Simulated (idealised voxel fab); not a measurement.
process module | voxel capacitor over wiring
cross-section cut | 240 nm wide | cells 5 nm
A cross-section is a grid of square cells, given in bands from the top down. A band is one or more rows of cells.
Each band's line starts with the height of the band's top and of its bottom, in nm. Then come its materials from left to right, each with its width in nm. One material with "throughout" fills the band from edge to edge. "air" is empty space.
Height 0 is the level under which the wafer as received is all one material. The lowest band goes on downwards, as in "0 down".
A width such as "30 to 40" changes by the same amount from each row of cells to the next, from the band's top row to its bottom row.
"no change" after a step means that no cell of the cross-section changed.
closed voids: empty space of 8 cells or more with no open way to the top, each as width x height at its distance from the left edge, in nm
after a step's settings: what the simulator itself notes on the step
overlay nm, on a step with a mask: how far to the right of its planned place the mask lay; to the left if negative
plan
1 op RECEIVE | material Si
2 op CONFORMAL_DEP | material SiO2 | thk nm 15
3 op CONFORMAL_DEP | material SiCN | thk nm 5
4 op DIRECTIONAL_DEP | material lowk | thk nm 15
5 op PATTERN | tone open | mask id METAL_1 | material resist | width nm 20 | pitch nm 70 | thk nm 20 | overlay nm 0
6 op DIRECTIONAL_ETCH | etch materials lowk | depth nm 15
7 op DIRECTIONAL_ETCH | etch materials SiCN | depth nm 5
8 op STRIP | etch materials resist
9 op CONFORMAL_DEP | material TiN | thk nm 5
10 op FILL_DEP | material Cu | thk nm 10
11 op CMP | height nm 35
12 op CONFORMAL_DEP | material SiCN | thk nm 5
13 op DIRECTIONAL_DEP | material lowk | thk nm 15
14 op MASKED_ETCH | tone open | mask id PLUG_1 | width nm 15 | etch materials lowk | depth nm 15 | overlay nm 0
15 op MASKED_ETCH | tone open | mask id PLUG_1 | width nm 15 | etch materials SiCN | depth nm 5 | overlay nm 0
16 op CONFORMAL_DEP | material TiN | thk nm 5
17 op FILL_DEP | material Cu | thk nm 10
18 op CMP | height nm 55
19 op DIRECTIONAL_DEP | material TiN | thk nm 5
20 op DIRECTIONAL_DEP | material HfO2 | thk nm 5
21 op DIRECTIONAL_DEP | material TiN | thk nm 5
22 op PATTERN | tone cover | mask id UPPER_PLATE | material resist | width nm 55 | thk nm 15 | overlay nm 0
23 op DIRECTIONAL_ETCH | etch materials TiN | depth nm 5
24 op DIRECTIONAL_ETCH | etch materials HfO2 | depth nm 5
25 op STRIP | etch materials resist
26 op DIRECTIONAL_DEP | material aC | thk nm 15
27 op PATTERN | tone cover | mask id LOWER_PLATE | material resist | width nm 65 | thk nm 30 | overlay nm 0
28 op DIRECTIONAL_ETCH | etch materials aC | depth nm 15
29 op STRIP | etch materials resist
30 op DIRECTIONAL_ETCH | etch materials TiN | depth nm 5
31 op STRIP | etch materials aC
32 op FILL_DEP | material SiO2 | thk nm 15
33 op CMP | height nm 80
34 op MASKED_ETCH | tone open | mask id PLUG_2 | width nm 15 | etch materials SiO2 | depth nm 10 | overlay nm 0
35 op CONFORMAL_DEP | material TiN | thk nm 5
36 op FILL_DEP | material Ru | thk nm 10
37 op CMP | height nm 80
38 op CONFORMAL_DEP | material SiN | thk nm 5
first wafer, as planned
as received, after step 1
  0 down: Si throughout
  closed voids: none
after step 2
  15 to 0: SiO2 throughout
  below 0: unchanged
after step 3
  20 to 15: SiCN throughout
  below 15: unchanged
after step 4
  35 to 20: lowk throughout
  below 20: unchanged
after step 5
  55 to 35: resist 75 | air 20 | resist 50 | air 20 | resist 75
  below 35: unchanged
after step 6
  55 to 35: resist 75 | air 20 | resist 50 | air 20 | resist 75
  35 to 20: lowk 75 | air 20 | lowk 50 | air 20 | lowk 75
  below 20: unchanged
after step 7
  55 to 35: resist 75 | air 20 | resist 50 | air 20 | resist 75
  35 to 20: lowk 75 | air 20 | lowk 50 | air 20 | lowk 75
  20 to 15: SiCN 75 | air 20 | SiCN 50 | air 20 | SiCN 75
  below 15: unchanged
after step 8
  35 to 20: lowk 75 | air 20 | lowk 50 | air 20 | lowk 75
  below 20: unchanged
after step 9
  40 to 35: TiN 80 | air 10 | TiN 60 | air 10 | TiN 80
  35 to 20: lowk 75 | TiN 5 | air 10 | TiN 5 | lowk 50 | TiN 5 | air 10 | TiN 5 | lowk 75
  20 to 15: SiCN 75 | TiN 20 | SiCN 50 | TiN 20 | SiCN 75
  below 15: unchanged
after step 10
  50 to 40: Cu throughout
  40 to 35: TiN 80 | Cu 10 | TiN 60 | Cu 10 | TiN 80
  35 to 20: lowk 75 | TiN 5 | Cu 10 | TiN 5 | lowk 50 | TiN 5 | Cu 10 | TiN 5 | lowk 75
  below 20: unchanged
after step 11
  35 to 20: lowk 75 | TiN 5 | Cu 10 | TiN 5 | lowk 50 | TiN 5 | Cu 10 | TiN 5 | lowk 75
  below 20: unchanged
after step 12
  40 to 35: SiCN throughout
  below 35: unchanged
after step 13
  55 to 40: lowk throughout
  below 40: unchanged
after step 14
  55 to 40: lowk 80 | air 15 | lowk 145
  below 40: unchanged
after step 15
  55 to 40: lowk 80 | air 15 | lowk 145
  40 to 35: SiCN 80 | air 15 | SiCN 145
  below 35: unchanged
after step 16
  60 to 55: TiN 85 | air 5 | TiN 150
  55 to 40: lowk 80 | TiN 5 | air 5 | TiN 5 | lowk 145
  40 to 35: SiCN 80 | TiN 15 | SiCN 145
  below 35: unchanged
after step 17
  70 to 60: Cu throughout
  60 to 55: TiN 85 | Cu 5 | TiN 150
  55 to 40: lowk 80 | TiN 5 | Cu 5 | TiN 5 | lowk 145
  below 40: unchanged
after step 18
  55 to 40: lowk 80 | TiN 5 | Cu 5 | TiN 5 | lowk 145
  below 40: unchanged
after step 19
  60 to 55: TiN throughout
  below 55: unchanged
after step 20
  65 to 60: HfO2 throughout
  below 60: unchanged
after step 21
  70 to 65: TiN throughout
  below 65: unchanged
after step 22
  85 to 70: air 80 | resist 55 | air 105
  below 70: unchanged
after step 23
  85 to 70: air 80 | resist 55 | air 105
  70 to 65: air 80 | TiN 55 | air 105
  below 65: unchanged
after step 24
  85 to 70: air 80 | resist 55 | air 105
  70 to 65: air 80 | TiN 55 | air 105
  65 to 60: air 80 | HfO2 55 | air 105
  below 60: unchanged
after step 25
  70 to 65: air 80 | TiN 55 | air 105
  below 65: unchanged
after step 26
  85 to 75: air 80 | aC 55 | air 105
  75 to 70: aC throughout
  70 to 65: aC 80 | TiN 55 | aC 105
  65 to 60: aC 80 | HfO2 55 | aC 105
  below 60: unchanged
after step 27
  115 to 85: air 75 | resist 65 | air 100
  85 to 75: air 75 | resist 5 | aC 55 | resist 5 | air 100
  below 75: unchanged
after step 28
  100 to 85: air 75 | resist 65 | air 100
  85 to 75: air 75 | resist 5 | aC 55 | resist 5 | air 100
  75 to 70: air 75 | aC 65 | air 100
  70 to 65: air 75 | aC 5 | TiN 55 | aC 5 | air 100
  65 to 60: air 75 | aC 5 | HfO2 55 | aC 5 | air 100
  below 60: unchanged
after step 29
  85 to 75: air 80 | aC 55 | air 105
  below 75: unchanged
after step 30
  85 to 75: air 80 | aC 55 | air 105
  75 to 70: air 75 | aC 65 | air 100
  70 to 65: air 75 | aC 5 | TiN 55 | aC 5 | air 100
  65 to 60: air 75 | aC 5 | HfO2 55 | aC 5 | air 100
  60 to 55: air 75 | TiN 65 | air 100
  below 55: unchanged
after step 31
  70 to 65: air 80 | TiN 55 | air 105
  65 to 60: air 80 | HfO2 55 | air 105
  below 60: unchanged
after step 32
  85 to 70: SiO2 throughout
  70 to 65: SiO2 80 | TiN 55 | SiO2 105
  65 to 60: SiO2 80 | HfO2 55 | SiO2 105
  60 to 55: SiO2 75 | TiN 65 | SiO2 100
  below 55: unchanged
after step 33
  80 to 70: SiO2 throughout
  below 70: unchanged
after step 34
  80 to 70: SiO2 90 | air 15 | SiO2 135
  below 70: unchanged
after step 35
  85 to 80: TiN 95 | air 5 | TiN 140
  80 to 75: SiO2 90 | TiN 5 | air 5 | TiN 5 | SiO2 135
  75 to 65: SiO2 90 to 80 | TiN 15 to 55 | SiO2 135 to 105
  below 65: unchanged
after step 36
  95 to 85: Ru throughout
  85 to 80: TiN 95 | Ru 5 | TiN 140
  80 to 75: SiO2 90 | TiN 5 | Ru 5 | TiN 5 | SiO2 135
  below 75: unchanged
after step 37
  80 to 75: SiO2 90 | TiN 5 | Ru 5 | TiN 5 | SiO2 135
  below 75: unchanged
after step 38
  85 to 80: SiN throughout
  below 80: unchanged
second wafer: like start, like plan, one mistake. Through step 1 it matches the first wafer
when step 2 should have ended
  5 to 0: SiCN throughout
  below 0: unchanged
when step 3 should have ended
  20 to 5: SiO2 throughout
  below 5: unchanged
when step 4 should have ended
  35 to 20: lowk throughout
  below 20: unchanged
when step 5 should have ended
  55 to 35: resist 75 | air 20 | resist 50 | air 20 | resist 75
  below 35: unchanged
when step 6 should have ended
  55 to 35: resist 75 | air 20 | resist 50 | air 20 | resist 75
  35 to 20: lowk 75 | air 20 | lowk 50 | air 20 | lowk 75
  below 20: unchanged
when step 7 should have ended: no change
when step 8 should have ended
  35 to 20: lowk 75 | air 20 | lowk 50 | air 20 | lowk 75
  below 20: unchanged
when step 9 should have ended
  40 to 35: TiN 80 | air 10 | TiN 60 | air 10 | TiN 80
  35 to 25: lowk 75 | TiN 5 | air 10 | TiN 5 | lowk 50 | TiN 5 | air 10 | TiN 5 | lowk 75
  25 to 20: lowk 75 | TiN 20 | lowk 50 | TiN 20 | lowk 75
  below 20: unchanged
when step 10 should have ended
  50 to 40: Cu throughout
  40 to 35: TiN 80 | Cu 10 | TiN 60 | Cu 10 | TiN 80
  35 to 25: lowk 75 | TiN 5 | Cu 10 | TiN 5 | lowk 50 | TiN 5 | Cu 10 | TiN 5 | lowk 75
  below 25: unchanged
when step 11 should have ended
  35 to 25: lowk 75 | TiN 5 | Cu 10 | TiN 5 | lowk 50 | TiN 5 | Cu 10 | TiN 5 | lowk 75
  below 25: unchanged
when step 12 should have ended
  40 to 35: SiCN throughout
  below 35: unchanged
when step 13 should have ended
  55 to 40: lowk throughout
  below 40: unchanged
when step 14 should have ended
  55 to 40: lowk 80 | air 15 | lowk 145
  below 40: unchanged
when step 15 should have ended
  55 to 40: lowk 80 | air 15 | lowk 145
  40 to 35: SiCN 80 | air 15 | SiCN 145
  below 35: unchanged
when step 16 should have ended
  60 to 55: TiN 85 | air 5 | TiN 150
  55 to 40: lowk 80 | TiN 5 | air 5 | TiN 5 | lowk 145
  40 to 35: SiCN 80 | TiN 15 | SiCN 145
  below 35: unchanged
when step 17 should have ended
  70 to 60: Cu throughout
  60 to 55: TiN 85 | Cu 5 | TiN 150
  55 to 40: lowk 80 | TiN 5 | Cu 5 | TiN 5 | lowk 145
  below 40: unchanged
when step 18 should have ended
  55 to 40: lowk 80 | TiN 5 | Cu 5 | TiN 5 | lowk 145
  below 40: unchanged
when step 19 should have ended
  60 to 55: TiN throughout
  below 55: unchanged
when step 20 should have ended
  65 to 60: HfO2 throughout
  below 60: unchanged
when step 21 should have ended
  70 to 65: TiN throughout
  below 65: unchanged
when step 22 should have ended
  85 to 70: air 80 | resist 55 | air 105
  below 70: unchanged
when step 23 should have ended
  85 to 70: air 80 | resist 55 | air 105
  70 to 65: air 80 | TiN 55 | air 105
  below 65: unchanged
when step 24 should have ended
  85 to 70: air 80 | resist 55 | air 105
  70 to 65: air 80 | TiN 55 | air 105
  65 to 60: air 80 | HfO2 55 | air 105
  below 60: unchanged
when step 25 should have ended
  70 to 65: air 80 | TiN 55 | air 105
  below 65: unchanged
when step 26 should have ended
  85 to 75: air 80 | aC 55 | air 105
  75 to 70: aC throughout
  70 to 65: aC 80 | TiN 55 | aC 105
  65 to 60: aC 80 | HfO2 55 | aC 105
  below 60: unchanged
when step 27 should have ended
  115 to 85: air 75 | resist 65 | air 100
  85 to 75: air 75 | resist 5 | aC 55 | resist 5 | air 100
  below 75: unchanged
when step 28 should have ended
  100 to 85: air 75 | resist 65 | air 100
  85 to 75: air 75 | resist 5 | aC 55 | resist 5 | air 100
  75 to 70: air 75 | aC 65 | air 100
  70 to 65: air 75 | aC 5 | TiN 55 | aC 5 | air 100
  65 to 60: air 75 | aC 5 | HfO2 55 | aC 5 | air 100
  below 60: unchanged
when step 29 should have ended
  85 to 75: air 80 | aC 55 | air 105
  below 75: unchanged
when step 30 should have ended
  85 to 75: air 80 | aC 55 | air 105
  75 to 70: air 75 | aC 65 | air 100
  70 to 65: air 75 | aC 5 | TiN 55 | aC 5 | air 100
  65 to 60: air 75 | aC 5 | HfO2 55 | aC 5 | air 100
  60 to 55: air 75 | TiN 65 | air 100
  below 55: unchanged
when step 31 should have ended
  70 to 65: air 80 | TiN 55 | air 105
  65 to 60: air 80 | HfO2 55 | air 105
  below 60: unchanged
when step 32 should have ended
  85 to 70: SiO2 throughout
  70 to 65: SiO2 80 | TiN 55 | SiO2 105
  65 to 60: SiO2 80 | HfO2 55 | SiO2 105
  60 to 55: SiO2 75 | TiN 65 | SiO2 100
  below 55: unchanged
when step 33 should have ended
  80 to 70: SiO2 throughout
  below 70: unchanged
when step 34 should have ended
  80 to 70: SiO2 90 | air 15 | SiO2 135
  below 70: unchanged
when step 35 should have ended
  85 to 80: TiN 95 | air 5 | TiN 140
  80 to 75: SiO2 90 | TiN 5 | air 5 | TiN 5 | SiO2 135
  75 to 65: SiO2 90 to 80 | TiN 15 to 55 | SiO2 135 to 105
  below 65: unchanged
when step 36 should have ended
  95 to 85: Ru throughout
  85 to 80: TiN 95 | Ru 5 | TiN 140
  80 to 75: SiO2 90 | TiN 5 | Ru 5 | TiN 5 | SiO2 135
  below 75: unchanged
when step 37 should have ended
  80 to 75: SiO2 90 | TiN 5 | Ru 5 | TiN 5 | SiO2 135
  below 75: unchanged
when step 38 should have ended
  85 to 80: SiN throughout
  below 80: unchanged
what went wrong: steps 2 and 3 were swapped
at the end the second wafer has, in cells: 4 fewer of Cu | 8 more of SiCN | 4 fewer of TiN
